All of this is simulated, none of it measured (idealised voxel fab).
process module | voxel transistor to metal
cross-section cut | 185 nm wide | cells 5 nm
A cross-section is a grid of square cells, given in bands from the top down. A band is one or more rows of cells.
Each band's line starts with the height of the band's top and of its bottom, in nm. Then come its materials from left to right, each with its width in nm. One material with "throughout" fills the band from edge to edge. "air" is empty space.
Height 0 is the level under which the wafer as received is all one material. The lowest band goes on downwards, as in "0 down".
A width such as "30 to 40" changes by the same amount from each row of cells to the next, from the band's top row to its bottom row.
"no change" after a step means that no cell of the cross-section changed.
closed voids: empty space of 8 cells or more with no open way to the top, each as width x height at its distance from the left edge, in nm
after a step's settings: what the simulator itself notes on the step
overlay nm, on a step with a mask: how far to the right of its planned place the mask lay; to the left if negative
plan
1 op RECEIVE | material Si
2 op OXIDIZE | depth nm 5
3 op CONFORMAL_DEP | material SiN | thk nm 15
4 op DIRECTIONAL_DEP | material aC | thk nm 10
5 op PATTERN | tone cover | mask id ACTIVE | material resist | width nm 105 | thk nm 30 | overlay nm 0
6 op DIRECTIONAL_ETCH | etch materials aC | depth nm 10
7 op STRIP | etch materials resist
8 op DIRECTIONAL_ETCH | etch materials SiN | depth nm 15
9 op DIRECTIONAL_ETCH | etch materials SiO2 | depth nm 5
10 op DIRECTIONAL_ETCH | etch materials Si | depth nm 35
11 op STRIP | etch materials aC
12 op FILL_DEP | material SiO2 | thk nm 10
13 op CMP | height nm 15
14 op SELECTIVE_ETCH | etch materials SiO2 | depth nm 10
15 op STRIP | etch materials SiN
16 op SELECTIVE_ETCH | etch materials SiO2 | depth nm 5
17 op OXIDIZE | depth nm 5
18 op DIRECTIONAL_DEP | material polySi | thk nm 20
19 op DIRECTIONAL_DEP | material SiCN | thk nm 10
20 op MASKED_ETCH | tone cover | mask id GATE | width nm 25 | etch materials SiCN | depth nm 20 | overlay nm 0
21 op MASKED_ETCH | tone cover | mask id GATE | width nm 25 | etch materials polySi | depth nm 30 | overlay nm 0
22 op CONFORMAL_DEP | material SiN | thk nm 5
23 op DIRECTIONAL_ETCH | etch materials SiN | depth nm 5
24 op DIRECTIONAL_ETCH | etch materials SiO2 | depth nm 5
25 op DIRECTIONAL_ETCH | etch materials Si | depth nm 10
26 op EPI | material pSi | thk nm 10
27 op FILL_DEP | material SiO2 | thk nm 10
28 op CMP | height nm 25
29 op DIRECTIONAL_DEP | material SiO2 | thk nm 10
30 op PATTERN | tone open | mask id CONTACT | material resist | width nm 30 | pitch nm 65 | thk nm 15 | overlay nm 0
31 op DIRECTIONAL_ETCH | etch materials SiO2 | depth nm 45
32 op STRIP | etch materials resist
33 op CONFORMAL_DEP | material TiN | thk nm 5
34 op FILL_DEP | material Ru | thk nm 10
35 op CMP | height nm 35
36 op DIRECTIONAL_DEP | material TiN | thk nm 5
37 op DIRECTIONAL_DEP | material W | thk nm 20
38 op DIRECTIONAL_DEP | material aC | thk nm 15
39 op PATTERN | tone cover | mask id METAL_1 | material resist | width nm 15 | pitch nm 80 | thk nm 35 | overlay nm 0
40 op DIRECTIONAL_ETCH | etch materials aC | depth nm 15
41 op STRIP | etch materials resist
42 op DIRECTIONAL_ETCH | etch materials W | depth nm 20
43 op DIRECTIONAL_ETCH | etch materials TiN | depth nm 5
44 op STRIP | etch materials aC
45 op FILL_DEP | material SiO2 | thk nm 10
46 op CMP | height nm 60
47 op CONFORMAL_DEP | material SiCN | thk nm 5
48 op DIRECTIONAL_DEP | material lowk | thk nm 30
49 op DIRECTIONAL_DEP | material aC | thk nm 10
50 op PATTERN | tone open | mask id METAL_2 | material resist | width nm 15 | pitch nm 80 | thk nm 25 | overlay nm 0
51 op DIRECTIONAL_ETCH | etch materials aC | depth nm 10
52 op STRIP | etch materials resist
53 op DIRECTIONAL_ETCH | etch materials lowk | depth nm 15
54 op STRIP | etch materials aC
55 op DIRECTIONAL_DEP | material aC | thk nm 10
56 op PATTERN | tone open | mask id METAL_2_HOLES | material resist | width nm 15 | pitch nm 80 | thk nm 25 | overlay nm 0
57 op DIRECTIONAL_ETCH | etch materials aC | depth nm 10
58 op STRIP | etch materials resist
59 op DIRECTIONAL_ETCH | etch materials lowk | depth nm 15
60 op DIRECTIONAL_ETCH | etch materials SiCN | depth nm 5
61 op STRIP | etch materials aC
62 op CONFORMAL_DEP | material TiN | thk nm 5
63 op FILL_DEP | material Cu | thk nm 10
64 op CMP | height nm 95
65 op CONFORMAL_DEP | material SiCN | thk nm 5
first wafer, as planned
as received, after step 1
  0 down: Si throughout
  closed voids: none
after step 2
  0 to -5: SiO2 throughout
  below -5: unchanged
after step 3
  15 to 0: SiN throughout
  below 0: unchanged
after step 4
  25 to 15: aC throughout
  below 15: unchanged
after step 5
  55 to 25: air 40 | resist 105 | air 40
  below 25: unchanged
after step 6
  45 to 25: air 40 | resist 105 | air 40
  25 to 15: air 40 | aC 105 | air 40
  below 15: unchanged
after step 7
  25 to 15: air 40 | aC 105 | air 40
  below 15: unchanged
after step 8
  25 to 15: air 40 | aC 105 | air 40
  15 to 0: air 40 | SiN 105 | air 40
  below 0: unchanged
after step 9
  25 to 15: air 40 | aC 105 | air 40
  15 to 0: air 40 | SiN 105 | air 40
  0 to -5: air 40 | SiO2 105 | air 40
  below -5: unchanged
after step 10
  25 to 15: air 40 | aC 105 | air 40
  15 to 0: air 40 | SiN 105 | air 40
  0 to -5: air 40 | SiO2 105 | air 40
  -5 to -40: air 40 | Si 105 | air 40
  below -40: unchanged
after step 11
  15 to 0: air 40 | SiN 105 | air 40
  below 0: unchanged
after step 12
  25 to 15: SiO2 throughout
  15 to 0: SiO2 40 | SiN 105 | SiO2 40
  0 to -5: SiO2 throughout
  -5 to -40: SiO2 40 | Si 105 | SiO2 40
  below -40: unchanged
after step 13
  15 to 0: SiO2 40 | SiN 105 | SiO2 40
  below 0: unchanged
after step 14
  15 to 5: air 40 | SiN 105 | air 40
  below 5: unchanged
after step 15
  5 to 0: SiO2 40 | air 105 | SiO2 40
  below 0: unchanged
after step 16
  0 to -5: SiO2 35 | air 115 | SiO2 35
  below -5: unchanged
after step 17
  0 to -5: SiO2 35 | air 115 | SiO2 35
  -5 to -10: SiO2 throughout
  below -10: unchanged
after step 18
  20 to 15: polySi 35 | air 115 | polySi 35
  15 to 0: polySi throughout
  0 to -5: SiO2 35 | polySi 115 | SiO2 35
  below -5: unchanged
after step 19
  30 to 25: SiCN 35 | air 115 | SiCN 35
  25 to 20: SiCN throughout
  20 to 15: polySi 35 | SiCN 115 | polySi 35
  below 15: unchanged
after step 20
  25 to 20: air 80 | SiCN 25 | air 80
  20 to 15: polySi 35 | air 45 | SiCN 25 | air 45 | polySi 35
  below 15: unchanged
after step 21
  25 to 15: air 80 | SiCN 25 | air 80
  15 to 0: air 80 | polySi 25 | air 80
  0 to -5: SiO2 35 | air 45 | polySi 25 | air 45 | SiO2 35
  below -5: unchanged
after step 22
  30 to 25: air 75 | SiN 35 | air 75
  25 to 15: air 75 | SiN 5 | SiCN 25 | SiN 5 | air 75
  15 to 5: air 75 | SiN 5 | polySi 25 | SiN 5 | air 75
  5 to 0: SiN 40 | air 35 | SiN 5 | polySi 25 | SiN 5 | air 35 | SiN 40
  0 to -5: SiO2 35 | SiN 45 | polySi 25 | SiN 45 | SiO2 35
  below -5: unchanged
after step 23
  25 to 15: air 75 | SiN 5 | SiCN 25 | SiN 5 | air 75
  15 to 0: air 75 | SiN 5 | polySi 25 | SiN 5 | air 75
  0 to -5: SiO2 35 | SiN 5 | air 35 | SiN 5 | polySi 25 | SiN 5 | air 35 | SiN 5 | SiO2 35
  below -5: unchanged
after step 24
  25 to 15: air 75 | SiN 5 | SiCN 25 | SiN 5 | air 75
  15 to 0: air 75 | SiN 5 | polySi 25 | SiN 5 | air 75
  0 to -5: air 35 | SiN 5 | air 35 | SiN 5 | polySi 25 | SiN 5 | air 35 | SiN 5 | air 35
  -5 to -10: SiO2 40 | air 35 | SiO2 35 | air 35 | SiO2 40
  below -10: unchanged
after step 25
  25 to 15: air 75 | SiN 5 | SiCN 25 | SiN 5 | air 75
  15 to 0: air 75 | SiN 5 | polySi 25 | SiN 5 | air 75
  0 to -5: air 35 | SiN 5 | air 35 | SiN 5 | polySi 25 | SiN 5 | air 35 | SiN 5 | air 35
  -5 to -10: SiO2 40 | air 35 | SiO2 35 | air 35 | SiO2 40
  -10 to -20: SiO2 40 | air 35 | Si 35 | air 35 | SiO2 40
  below -20: unchanged
after step 26
  25 to 15: air 75 | SiN 5 | SiCN 25 | SiN 5 | air 75
  15 to 0: air 75 | SiN 5 | polySi 25 | SiN 5 | air 75
  0 to -5: air 35 | SiN 5 | air 25 | pSi 10 | SiN 5 | polySi 25 | SiN 5 | pSi 10 | air 25 | SiN 5 | air 35
  -5 to -10: SiO2 40 | air 25 | pSi 10 | SiO2 35 | pSi 10 | air 25 | SiO2 40
  -10 to -20: SiO2 40 | pSi 35 | Si 35 | pSi 35 | SiO2 40
  below -20: unchanged
after step 27
  35 to 25: SiO2 throughout
  25 to 15: SiO2 75 | SiN 5 | SiCN 25 | SiN 5 | SiO2 75
  15 to 0: SiO2 75 | SiN 5 | polySi 25 | SiN 5 | SiO2 75
  0 to -5: SiO2 35 | SiN 5 | SiO2 25 | pSi 10 | SiN 5 | polySi 25 | SiN 5 | pSi 10 | SiO2 25 | SiN 5 | SiO2 35
  -5 to -10: SiO2 65 | pSi 10 | SiO2 35 | pSi 10 | SiO2 65
  below -10: unchanged
after step 28
  25 to 15: SiO2 75 | SiN 5 | SiCN 25 | SiN 5 | SiO2 75
  below 15: unchanged
after step 29
  35 to 25: SiO2 throughout
  below 25: unchanged
after step 30
  50 to 35: resist 45 | air 30 | resist 35 | air 30 | resist 45
  below 35: unchanged
after step 31
  50 to 35: resist 45 | air 30 | resist 35 | air 30 | resist 45
  35 to 25: SiO2 45 | air 30 | SiO2 35 | air 30 | SiO2 45
  25 to 15: SiO2 45 | air 30 | SiN 5 | SiCN 25 | SiN 5 | air 30 | SiO2 45
  15 to 0: SiO2 45 | air 30 | SiN 5 | polySi 25 | SiN 5 | air 30 | SiO2 45
  0 to -5: SiO2 35 | SiN 5 | SiO2 5 | air 20 | pSi 10 | SiN 5 | polySi 25 | SiN 5 | pSi 10 | air 20 | SiO2 5 | SiN 5 | SiO2 35
  -5 to -10: SiO2 45 | air 20 | pSi 10 | SiO2 35 | pSi 10 | air 20 | SiO2 45
  below -10: unchanged
after step 32
  35 to 25: SiO2 45 | air 30 | SiO2 35 | air 30 | SiO2 45
  below 25: unchanged
after step 33
  40 to 35: TiN 50 | air 20 | TiN 45 | air 20 | TiN 50
  35 to 25: SiO2 45 | TiN 5 | air 20 | TiN 5 | SiO2 35 | TiN 5 | air 20 | TiN 5 | SiO2 45
  25 to 15: SiO2 45 | TiN 5 | air 20 | TiN 5 | SiN 5 | SiCN 25 | SiN 5 | TiN 5 | air 20 | TiN 5 | SiO2 45
  15 to 5: SiO2 45 | TiN 5 | air 20 | TiN 5 | SiN 5 | polySi 25 | SiN 5 | TiN 5 | air 20 | TiN 5 | SiO2 45
  5 to 0: SiO2 45 | TiN 5 | air 10 | TiN 15 | SiN 5 | polySi 25 | SiN 5 | TiN 15 | air 10 | TiN 5 | SiO2 45
  0 to -5: SiO2 35 | SiN 5 | SiO2 5 | TiN 5 | air 10 | TiN 5 | pSi 10 | SiN 5 | polySi 25 | SiN 5 | pSi 10 | TiN 5 | air 10 | TiN 5 | SiO2 5 | SiN 5 | SiO2 35
  -5 to -10: SiO2 45 | TiN 20 | pSi 10 | SiO2 35 | pSi 10 | TiN 20 | SiO2 45
  below -10: unchanged
after step 34
  50 to 40: Ru throughout
  40 to 35: TiN 50 | Ru 20 | TiN 45 | Ru 20 | TiN 50
  35 to 25: SiO2 45 | TiN 5 | Ru 20 | TiN 5 | SiO2 35 | TiN 5 | Ru 20 | TiN 5 | SiO2 45
  25 to 15: SiO2 45 | TiN 5 | Ru 20 | TiN 5 | SiN 5 | SiCN 25 | SiN 5 | TiN 5 | Ru 20 | TiN 5 | SiO2 45
  15 to 5: SiO2 45 | TiN 5 | Ru 20 | TiN 5 | SiN 5 | polySi 25 | SiN 5 | TiN 5 | Ru 20 | TiN 5 | SiO2 45
  5 to 0: SiO2 45 | TiN 5 | Ru 10 | TiN 15 | SiN 5 | polySi 25 | SiN 5 | TiN 15 | Ru 10 | TiN 5 | SiO2 45
  0 to -5: SiO2 35 | SiN 5 | SiO2 5 | TiN 5 | Ru 10 | TiN 5 | pSi 10 | SiN 5 | polySi 25 | SiN 5 | pSi 10 | TiN 5 | Ru 10 | TiN 5 | SiO2 5 | SiN 5 | SiO2 35
  below -5: unchanged
after step 35
  35 to 25: SiO2 45 | TiN 5 | Ru 20 | TiN 5 | SiO2 35 | TiN 5 | Ru 20 | TiN 5 | SiO2 45
  below 25: unchanged
after step 36
  40 to 35: TiN throughout
  below 35: unchanged
after step 37
  60 to 40: W throughout
  below 40: unchanged
after step 38
  75 to 60: aC throughout
  below 60: unchanged
after step 39
  110 to 75: air 45 | resist 15 | air 65 | resist 15 | air 45
  below 75: unchanged
after step 40
  95 to 75: air 45 | resist 15 | air 65 | resist 15 | air 45
  75 to 60: air 45 | aC 15 | air 65 | aC 15 | air 45
  below 60: unchanged
after step 41
  75 to 60: air 45 | aC 15 | air 65 | aC 15 | air 45
  below 60: unchanged
after step 42
  75 to 60: air 45 | aC 15 | air 65 | aC 15 | air 45
  60 to 40: air 45 | W 15 | air 65 | W 15 | air 45
  below 40: unchanged
after step 43
  75 to 60: air 45 | aC 15 | air 65 | aC 15 | air 45
  60 to 40: air 45 | W 15 | air 65 | W 15 | air 45
  40 to 35: air 45 | TiN 15 | air 65 | TiN 15 | air 45
  below 35: unchanged
after step 44
  60 to 40: air 45 | W 15 | air 65 | W 15 | air 45
  below 40: unchanged
after step 45
  70 to 60: SiO2 throughout
  60 to 40: SiO2 45 | W 15 | SiO2 65 | W 15 | SiO2 45
  40 to 35: SiO2 45 | TiN 15 | SiO2 65 | TiN 15 | SiO2 45
  below 35: unchanged
after step 46
  60 to 40: SiO2 45 | W 15 | SiO2 65 | W 15 | SiO2 45
  below 40: unchanged
after step 47
  65 to 60: SiCN throughout
  below 60: unchanged
after step 48
  95 to 65: lowk throughout
  below 65: unchanged
after step 49
  105 to 95: aC throughout
  below 95: unchanged
after step 50
  130 to 105: resist 45 | air 15 | resist 65 | air 15 | resist 45
  below 105: unchanged
after step 51
  120 to 105: resist 45 | air 15 | resist 65 | air 15 | resist 45
  105 to 95: aC 45 | air 15 | aC 65 | air 15 | aC 45
  below 95: unchanged
after step 52
  105 to 95: aC 45 | air 15 | aC 65 | air 15 | aC 45
  below 95: unchanged
after step 53
  105 to 95: aC 45 | air 15 | aC 65 | air 15 | aC 45
  95 to 80: lowk 45 | air 15 | lowk 65 | air 15 | lowk 45
  below 80: unchanged
after step 54
  95 to 80: lowk 45 | air 15 | lowk 65 | air 15 | lowk 45
  below 80: unchanged
after step 55
  105 to 95: aC 45 | air 15 | aC 65 | air 15 | aC 45
  95 to 90: lowk 45 | air 15 | lowk 65 | air 15 | lowk 45
  90 to 80: lowk 45 | aC 15 | lowk 65 | aC 15 | lowk 45
  below 80: unchanged
after step 56
  130 to 105: resist 45 | air 15 | resist 65 | air 15 | resist 45
  below 105: unchanged
after step 57
  120 to 105: resist 45 | air 15 | resist 65 | air 15 | resist 45
  105 to 95: aC 45 | air 15 | aC 65 | air 15 | aC 45
  95 to 80: lowk 45 | air 15 | lowk 65 | air 15 | lowk 45
  below 80: unchanged
after step 58
  105 to 95: aC 45 | air 15 | aC 65 | air 15 | aC 45
  below 95: unchanged
after step 59
  105 to 95: aC 45 | air 15 | aC 65 | air 15 | aC 45
  95 to 65: lowk 45 | air 15 | lowk 65 | air 15 | lowk 45
  below 65: unchanged
after step 60
  105 to 95: aC 45 | air 15 | aC 65 | air 15 | aC 45
  95 to 65: lowk 45 | air 15 | lowk 65 | air 15 | lowk 45
  65 to 60: SiCN 45 | air 15 | SiCN 65 | air 15 | SiCN 45
  below 60: unchanged
after step 61
  95 to 65: lowk 45 | air 15 | lowk 65 | air 15 | lowk 45
  below 65: unchanged
after step 62
  100 to 95: TiN 50 | air 5 | TiN 75 | air 5 | TiN 50
  95 to 65: lowk 45 | TiN 5 | air 5 | TiN 5 | lowk 65 | TiN 5 | air 5 | TiN 5 | lowk 45
  65 to 60: SiCN 45 | TiN 15 | SiCN 65 | TiN 15 | SiCN 45
  below 60: unchanged
after step 63
  110 to 100: Cu throughout
  100 to 95: TiN 50 | Cu 5 | TiN 75 | Cu 5 | TiN 50
  95 to 65: lowk 45 | TiN 5 | Cu 5 | TiN 5 | lowk 65 | TiN 5 | Cu 5 | TiN 5 | lowk 45
  below 65: unchanged
after step 64
  95 to 65: lowk 45 | TiN 5 | Cu 5 | TiN 5 | lowk 65 | TiN 5 | Cu 5 | TiN 5 | lowk 45
  below 65: unchanged
after step 65
  100 to 95: SiCN throughout
  below 95: unchanged
second wafer: like start, like plan, one mistake. Through step 19 it matches the first wafer
when step 20 should have ended
  25 to 20: air 85 | SiCN 15 | air 85
  20 to 15: polySi 35 | air 50 | SiCN 15 | air 50 | polySi 35
  below 15: unchanged
when step 21 should have ended
  25 to 15: air 85 | SiCN 15 | air 85
  15 to 0: air 80 | polySi 25 | air 80
  0 to -5: SiO2 35 | air 45 | polySi 25 | air 45 | SiO2 35
  below -5: unchanged
when step 22 should have ended
  30 to 25: air 80 | SiN 25 | air 80
  25 to 15: air 80 to 75 | SiN 5 to 10 | SiCN 15 | SiN 5 to 10 | air 80 to 75
  15 to 5: air 75 | SiN 5 | polySi 25 | SiN 5 | air 75
  5 to 0: SiN 40 | air 35 | SiN 5 | polySi 25 | SiN 5 | air 35 | SiN 40
  0 to -5: SiO2 35 | SiN 45 | polySi 25 | SiN 45 | SiO2 35
  below -5: unchanged
when step 23 should have ended
  25 to 15: air 80 | SiN 5 | SiCN 15 | SiN 5 | air 80
  15 to 0: air 75 | SiN 5 | polySi 25 | SiN 5 | air 75
  0 to -5: SiO2 35 | SiN 5 | air 35 | SiN 5 | polySi 25 | SiN 5 | air 35 | SiN 5 | SiO2 35
  below -5: unchanged
when step 24 should have ended
  25 to 15: air 80 | SiN 5 | SiCN 15 | SiN 5 | air 80
  15 to 0: air 75 | SiN 5 | polySi 25 | SiN 5 | air 75
  0 to -5: air 35 | SiN 5 | air 35 | SiN 5 | polySi 25 | SiN 5 | air 35 | SiN 5 | air 35
  -5 to -10: SiO2 40 | air 35 | SiO2 35 | air 35 | SiO2 40
  below -10: unchanged
when step 25 should have ended
  25 to 15: air 80 | SiN 5 | SiCN 15 | SiN 5 | air 80
  15 to 0: air 75 | SiN 5 | polySi 25 | SiN 5 | air 75
  0 to -5: air 35 | SiN 5 | air 35 | SiN 5 | polySi 25 | SiN 5 | air 35 | SiN 5 | air 35
  -5 to -10: SiO2 40 | air 35 | SiO2 35 | air 35 | SiO2 40
  -10 to -20: SiO2 40 | air 35 | Si 35 | air 35 | SiO2 40
  below -20: unchanged
when step 26 should have ended
  25 to 15: air 80 | SiN 5 | SiCN 15 | SiN 5 | air 80
  15 to 0: air 75 | SiN 5 | polySi 25 | SiN 5 | air 75
  0 to -5: air 35 | SiN 5 | air 25 | pSi 10 | SiN 5 | polySi 25 | SiN 5 | pSi 10 | air 25 | SiN 5 | air 35
  -5 to -10: SiO2 40 | air 25 | pSi 10 | SiO2 35 | pSi 10 | air 25 | SiO2 40
  -10 to -20: SiO2 40 | pSi 35 | Si 35 | pSi 35 | SiO2 40
  below -20: unchanged
when step 27 should have ended
  35 to 25: SiO2 throughout
  25 to 15: SiO2 80 | SiN 5 | SiCN 15 | SiN 5 | SiO2 80
  15 to 0: SiO2 75 | SiN 5 | polySi 25 | SiN 5 | SiO2 75
  0 to -5: SiO2 35 | SiN 5 | SiO2 25 | pSi 10 | SiN 5 | polySi 25 | SiN 5 | pSi 10 | SiO2 25 | SiN 5 | SiO2 35
  -5 to -10: SiO2 65 | pSi 10 | SiO2 35 | pSi 10 | SiO2 65
  below -10: unchanged
when step 28 should have ended
  25 to 15: SiO2 80 | SiN 5 | SiCN 15 | SiN 5 | SiO2 80
  below 15: unchanged
when step 29 should have ended
  35 to 25: SiO2 throughout
  below 25: unchanged
when step 30 should have ended
  50 to 35: resist 45 | air 30 | resist 35 | air 30 | resist 45
  below 35: unchanged
when step 31 should have ended
  50 to 35: resist 45 | air 30 | resist 35 | air 30 | resist 45
  35 to 25: SiO2 45 | air 30 | SiO2 35 | air 30 | SiO2 45
  25 to 15: SiO2 45 | air 30 | SiO2 5 | SiN 5 | SiCN 15 | SiN 5 | SiO2 5 | air 30 | SiO2 45
  15 to 0: SiO2 45 | air 30 | SiN 5 | polySi 25 | SiN 5 | air 30 | SiO2 45
  0 to -5: SiO2 35 | SiN 5 | SiO2 5 | air 20 | pSi 10 | SiN 5 | polySi 25 | SiN 5 | pSi 10 | air 20 | SiO2 5 | SiN 5 | SiO2 35
  -5 to -10: SiO2 45 | air 20 | pSi 10 | SiO2 35 | pSi 10 | air 20 | SiO2 45
  below -10: unchanged
when step 32 should have ended
  35 to 25: SiO2 45 | air 30 | SiO2 35 | air 30 | SiO2 45
  below 25: unchanged
when step 33 should have ended
  40 to 35: TiN 50 | air 20 | TiN 45 | air 20 | TiN 50
  35 to 25: SiO2 45 | TiN 5 | air 20 | TiN 5 | SiO2 35 | TiN 5 | air 20 | TiN 5 | SiO2 45
  25 to 15: SiO2 45 | TiN 5 | air 20 | TiN 5 | SiO2 5 | SiN 5 | SiCN 15 | SiN 5 | SiO2 5 | TiN 5 | air 20 | TiN 5 | SiO2 45
  15 to 5: SiO2 45 | TiN 5 | air 20 | TiN 5 | SiN 5 | polySi 25 | SiN 5 | TiN 5 | air 20 | TiN 5 | SiO2 45
  5 to 0: SiO2 45 | TiN 5 | air 10 | TiN 15 | SiN 5 | polySi 25 | SiN 5 | TiN 15 | air 10 | TiN 5 | SiO2 45
  0 to -5: SiO2 35 | SiN 5 | SiO2 5 | TiN 5 | air 10 | TiN 5 | pSi 10 | SiN 5 | polySi 25 | SiN 5 | pSi 10 | TiN 5 | air 10 | TiN 5 | SiO2 5 | SiN 5 | SiO2 35
  -5 to -10: SiO2 45 | TiN 20 | pSi 10 | SiO2 35 | pSi 10 | TiN 20 | SiO2 45
  below -10: unchanged
when step 34 should have ended
  50 to 40: Ru throughout
  40 to 35: TiN 50 | Ru 20 | TiN 45 | Ru 20 | TiN 50
  35 to 25: SiO2 45 | TiN 5 | Ru 20 | TiN 5 | SiO2 35 | TiN 5 | Ru 20 | TiN 5 | SiO2 45
  25 to 15: SiO2 45 | TiN 5 | Ru 20 | TiN 5 | SiO2 5 | SiN 5 | SiCN 15 | SiN 5 | SiO2 5 | TiN 5 | Ru 20 | TiN 5 | SiO2 45
  15 to 5: SiO2 45 | TiN 5 | Ru 20 | TiN 5 | SiN 5 | polySi 25 | SiN 5 | TiN 5 | Ru 20 | TiN 5 | SiO2 45
  5 to 0: SiO2 45 | TiN 5 | Ru 10 | TiN 15 | SiN 5 | polySi 25 | SiN 5 | TiN 15 | Ru 10 | TiN 5 | SiO2 45
  0 to -5: SiO2 35 | SiN 5 | SiO2 5 | TiN 5 | Ru 10 | TiN 5 | pSi 10 | SiN 5 | polySi 25 | SiN 5 | pSi 10 | TiN 5 | Ru 10 | TiN 5 | SiO2 5 | SiN 5 | SiO2 35
  below -5: unchanged
when step 35 should have ended
  35 to 25: SiO2 45 | TiN 5 | Ru 20 | TiN 5 | SiO2 35 | TiN 5 | Ru 20 | TiN 5 | SiO2 45
  below 25: unchanged
when step 36 should have ended
  40 to 35: TiN throughout
  below 35: unchanged
when step 37 should have ended
  60 to 40: W throughout
  below 40: unchanged
when step 38 should have ended
  75 to 60: aC throughout
  below 60: unchanged
when step 39 should have ended
  110 to 75: air 45 | resist 15 | air 65 | resist 15 | air 45
  below 75: unchanged
when step 40 should have ended
  95 to 75: air 45 | resist 15 | air 65 | resist 15 | air 45
  75 to 60: air 45 | aC 15 | air 65 | aC 15 | air 45
  below 60: unchanged
when step 41 should have ended
  75 to 60: air 45 | aC 15 | air 65 | aC 15 | air 45
  below 60: unchanged
when step 42 should have ended
  75 to 60: air 45 | aC 15 | air 65 | aC 15 | air 45
  60 to 40: air 45 | W 15 | air 65 | W 15 | air 45
  below 40: unchanged
when step 43 should have ended
  75 to 60: air 45 | aC 15 | air 65 | aC 15 | air 45
  60 to 40: air 45 | W 15 | air 65 | W 15 | air 45
  40 to 35: air 45 | TiN 15 | air 65 | TiN 15 | air 45
  below 35: unchanged
when step 44 should have ended
  60 to 40: air 45 | W 15 | air 65 | W 15 | air 45
  below 40: unchanged
when step 45 should have ended
  70 to 60: SiO2 throughout
  60 to 40: SiO2 45 | W 15 | SiO2 65 | W 15 | SiO2 45
  40 to 35: SiO2 45 | TiN 15 | SiO2 65 | TiN 15 | SiO2 45
  below 35: unchanged
when step 46 should have ended
  60 to 40: SiO2 45 | W 15 | SiO2 65 | W 15 | SiO2 45
  below 40: unchanged
when step 47 should have ended
  65 to 60: SiCN throughout
  below 60: unchanged
when step 48 should have ended
  95 to 65: lowk throughout
  below 65: unchanged
when step 49 should have ended
  105 to 95: aC throughout
  below 95: unchanged
when step 50 should have ended
  130 to 105: resist 45 | air 15 | resist 65 | air 15 | resist 45
  below 105: unchanged
when step 51 should have ended
  120 to 105: resist 45 | air 15 | resist 65 | air 15 | resist 45
  105 to 95: aC 45 | air 15 | aC 65 | air 15 | aC 45
  below 95: unchanged
when step 52 should have ended
  105 to 95: aC 45 | air 15 | aC 65 | air 15 | aC 45
  below 95: unchanged
when step 53 should have ended
  105 to 95: aC 45 | air 15 | aC 65 | air 15 | aC 45
  95 to 80: lowk 45 | air 15 | lowk 65 | air 15 | lowk 45
  below 80: unchanged
when step 54 should have ended
  95 to 80: lowk 45 | air 15 | lowk 65 | air 15 | lowk 45
  below 80: unchanged
when step 55 should have ended
  105 to 95: aC 45 | air 15 | aC 65 | air 15 | aC 45
  95 to 90: lowk 45 | air 15 | lowk 65 | air 15 | lowk 45
  90 to 80: lowk 45 | aC 15 | lowk 65 | aC 15 | lowk 45
  below 80: unchanged
when step 56 should have ended
  130 to 105: resist 45 | air 15 | resist 65 | air 15 | resist 45
  below 105: unchanged
when step 57 should have ended
  120 to 105: resist 45 | air 15 | resist 65 | air 15 | resist 45
  105 to 95: aC 45 | air 15 | aC 65 | air 15 | aC 45
  95 to 80: lowk 45 | air 15 | lowk 65 | air 15 | lowk 45
  below 80: unchanged
when step 58 should have ended
  105 to 95: aC 45 | air 15 | aC 65 | air 15 | aC 45
  below 95: unchanged
when step 59 should have ended
  105 to 95: aC 45 | air 15 | aC 65 | air 15 | aC 45
  95 to 65: lowk 45 | air 15 | lowk 65 | air 15 | lowk 45
  below 65: unchanged
when step 60 should have ended
  105 to 95: aC 45 | air 15 | aC 65 | air 15 | aC 45
  95 to 65: lowk 45 | air 15 | lowk 65 | air 15 | lowk 45
  65 to 60: SiCN 45 | air 15 | SiCN 65 | air 15 | SiCN 45
  below 60: unchanged
when step 61 should have ended
  95 to 65: lowk 45 | air 15 | lowk 65 | air 15 | lowk 45
  below 65: unchanged
when step 62 should have ended
  100 to 95: TiN 50 | air 5 | TiN 75 | air 5 | TiN 50
  95 to 65: lowk 45 | TiN 5 | air 5 | TiN 5 | lowk 65 | TiN 5 | air 5 | TiN 5 | lowk 45
  65 to 60: SiCN 45 | TiN 15 | SiCN 65 | TiN 15 | SiCN 45
  below 60: unchanged
when step 63 should have ended
  110 to 100: Cu throughout
  100 to 95: TiN 50 | Cu 5 | TiN 75 | Cu 5 | TiN 50
  95 to 65: lowk 45 | TiN 5 | Cu 5 | TiN 5 | lowk 65 | TiN 5 | Cu 5 | TiN 5 | lowk 45
  below 65: unchanged
when step 64 should have ended
  95 to 65: lowk 45 | TiN 5 | Cu 5 | TiN 5 | lowk 65 | TiN 5 | Cu 5 | TiN 5 | lowk 45
  below 65: unchanged
when step 65 should have ended
  100 to 95: SiCN throughout
  below 95: unchanged
what went wrong: step 20 ran as: op MASKED_ETCH | tone cover | mask id GATE | width nm 15 | etch materials SiCN | depth nm 20 | overlay nm 0
at the end the second wafer has, in cells: 4 fewer of SiCN | 4 more of SiO2
